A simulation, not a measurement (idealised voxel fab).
process module | voxel fin reveal
cross-section cut | 175 nm wide | cells 5 nm
A cross-section is a grid of square cells, given in bands from the top down. A band is one or more rows of cells.
Each band's line starts with the height of the band's top and of its bottom, in nm. Then come its materials from left to right, each with its width in nm. One material with "throughout" fills the band from edge to edge. "air" is empty space.
Height 0 is the level under which the wafer as received is all one material. The lowest band goes on downwards, as in "0 down".
A width such as "30 to 40" changes by the same amount from each row of cells to the next, from the band's top row to its bottom row.
"no change" after a step means that no cell of the cross-section changed.
closed voids: empty space of 8 cells or more with no open way to the top, each as width x height at its distance from the left edge, in nm
after a step's settings: what the simulator itself notes on the step
overlay nm, on a step with a mask: how far to the right of its planned place the mask lay; to the left if negative
plan
1 op RECEIVE | material Si
2 op CONFORMAL_DEP | material SiN | thk nm 10
3 op MASKED_ETCH | tone cover | mask id FINS | width nm 15 | pitch nm 40 | etch materials SiN | depth nm 10 | overlay nm 0
4 op MASKED_ETCH | tone cover | mask id FINS | width nm 15 | pitch nm 40 | etch materials Si | depth nm 40 | overlay nm 0
5 op FILL_DEP | material SiO2 | thk nm 5
6 op CMP | height nm 10
7 op SELECTIVE_ETCH | etch materials SiO2 | depth nm 25
8 op STRIP | etch materials SiN
9 op CONFORMAL_DEP | material HfO2 | thk nm 5
first wafer, as planned
as received, after step 1
  0 down: Si throughout
  closed voids: none
after step 2
  10 to 0: SiN throughout
  below 0: unchanged
after step 3
  10 to 0: air 60 | SiN 15 | air 25 | SiN 15 | air 60
  below 0: unchanged
after step 4
  10 to 0: air 60 | SiN 15 | air 25 | SiN 15 | air 60
  0 to -40: air 60 | Si 15 | air 25 | Si 15 | air 60
  below -40: unchanged
after step 5
  15 to 10: SiO2 throughout
  10 to 0: SiO2 60 | SiN 15 | SiO2 25 | SiN 15 | SiO2 60
  0 to -40: SiO2 60 | Si 15 | SiO2 25 | Si 15 | SiO2 60
  below -40: unchanged
after step 6
  10 to 0: SiO2 60 | SiN 15 | SiO2 25 | SiN 15 | SiO2 60
  below 0: unchanged
after step 7
  10 to 0: air 60 | SiN 15 | air 25 | SiN 15 | air 60
  0 to -15: air 60 | Si 15 | air 25 | Si 15 | air 60
  below -15: unchanged
after step 8
  0 to -15: air 60 | Si 15 | air 25 | Si 15 | air 60
  below -15: unchanged
after step 9
  5 to 0: air 55 | HfO2 25 | air 15 | HfO2 25 | air 55
  0 to -10: air 55 | HfO2 5 | Si 15 | HfO2 5 | air 15 | HfO2 5 | Si 15 | HfO2 5 | air 55
  -10 to -15: HfO2 60 | Si 15 | HfO2 25 | Si 15 | HfO2 60
  below -15: unchanged
second wafer: like start, like plan, one mistake. Through step 4 it matches the first wafer
when step 5 should have ended
  15 to 10: HfO2 throughout
  10 to 0: HfO2 60 | SiN 15 | HfO2 25 | SiN 15 | HfO2 60
  0 to -40: HfO2 60 | Si 15 | HfO2 25 | Si 15 | HfO2 60
  below -40: unchanged
when step 6 should have ended
  10 to 0: HfO2 60 | SiN 15 | HfO2 25 | SiN 15 | HfO2 60
  below 0: unchanged
when step 7 should have ended: no change
when step 8 should have ended
  10 to 0: HfO2 60 | air 15 | HfO2 25 | air 15 | HfO2 60
  below 0: unchanged
when step 9 should have ended
  15 to 5: HfO2 65 | air 5 | HfO2 35 | air 5 | HfO2 65
  5 to 0: HfO2 throughout
  below 0: unchanged
what went wrong: step 5 ran as: op FILL_DEP | material HfO2 | thk nm 5
at the end the second wafer has, in cells: 286 more of HfO2 | 145 fewer of SiO2
